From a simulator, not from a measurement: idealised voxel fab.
Process module in this document: voxel self aligned contacts
Shown is cross-section cut, with a width of 230 nm and square cells of size 5 nm.
Each cross-section below is a grid of square cells, stated as bands in top-down order, with one or more rows of cells making up each band. Read a band's entry like this: the first values are the height of its top and the height of its bottom in nm, and what follows is the sequence of materials from left to right, each with its width in nm. Note that "empty" is empty space, and that a single material marked "everywhere" reaches across the band from edge to edge. Height 0 is the level under which the wafer as received is all one material. The lowest band goes on downwards, as in "top 0, no bottom". A width given as "30 to 40" starts at the first number in the band's top row and ends at the second number in its bottom row, shifting by an equal amount at every step from row to row. The designation "remained unchanged", where it is given for a processing step, indicates that no cell of the cross-section was altered in the course of that step. In "Closed void roster" the enclosed voids are listed, meaning empty spaces of 8 cells or larger without any opening to the top. The form is width x height at distance, distance from the left edge, units nm. Step line, after settings: the simulator's comment on this step. overlay nm: on a step with a mask, how far right of its planned place the mask lay; negative means left.

**Intended process steps**
1: RECEIVE (material Si)
2: OXIDIZE (depth nm 5)
3: DIRECTIONAL_DEP (material polySi; thk nm 30)
4: DIRECTIONAL_DEP (material SiN; thk nm 25)
5: MASKED_ETCH (tone cover; mask id GATE; width nm 35; pitch nm 80; etch materials SiN; depth nm 25; overlay nm 0)
6: MASKED_ETCH (tone cover; mask id GATE; width nm 35; pitch nm 80; etch materials polySi; depth nm 30; overlay nm 0)
7: CONFORMAL_DEP (material SiN; thk nm 10)
8: DIRECTIONAL_ETCH (etch materials SiN; depth nm 10)
9: FILL_DEP (material SiO2; thk nm 15)
10: CMP (height nm 65)
11: PATTERN (tone open; mask id CONTACT; material resist; width nm 65; pitch nm 80; thk nm 15; overlay nm 0)
12: DIRECTIONAL_ETCH (etch materials SiO2; depth nm 70)
13: STRIP (etch materials resist)
14: CONFORMAL_DEP (material TiN; thk nm 5)
15: FILL_DEP (material Ru; thk nm 5)
16: CMP (height nm 65)
17: CONFORMAL_DEP (material SiCN; thk nm 5)

**Delivered wafer in cross-section: state after step 1**
top 0, no bottom: Si everywhere
Closed void roster: none

**End-of-module cross-section. Starting structure and process plan as above; one mistake made in running it**
top 80, bottom 65: SiCN everywhere
top 65, bottom 55: SiO2 40  TiN 5 to 25  Ru 55 to 15  TiN 5 to 25  SiO2 15  TiN 5 to 25  Ru 55 to 15  TiN 5 to 25  SiO2 45
top 55, bottom 30: SiO2 5  SiN 55  TiN 5  Ru 15  TiN 5  SiN 55  TiN 5  Ru 15  TiN 5  SiN 55  SiO2 10
top 30, bottom 0: SiO2 5  SiN 10  polySi 35  SiN 10  TiN 5  Ru 15  TiN 5  SiN 10  polySi 35  SiN 10  TiN 5  Ru 15  TiN 5  SiN 10  polySi 35  SiN 10  SiO2 10
top 0, bottom -5: SiO2 60  TiN 25  SiO2 55  TiN 25  SiO2 65
top -5, no bottom: Si everywhere
Closed void roster: none
what went wrong: off-plan run, step 17, actual operation and settings CONFORMAL_DEP (material SiCN; thk nm 15)
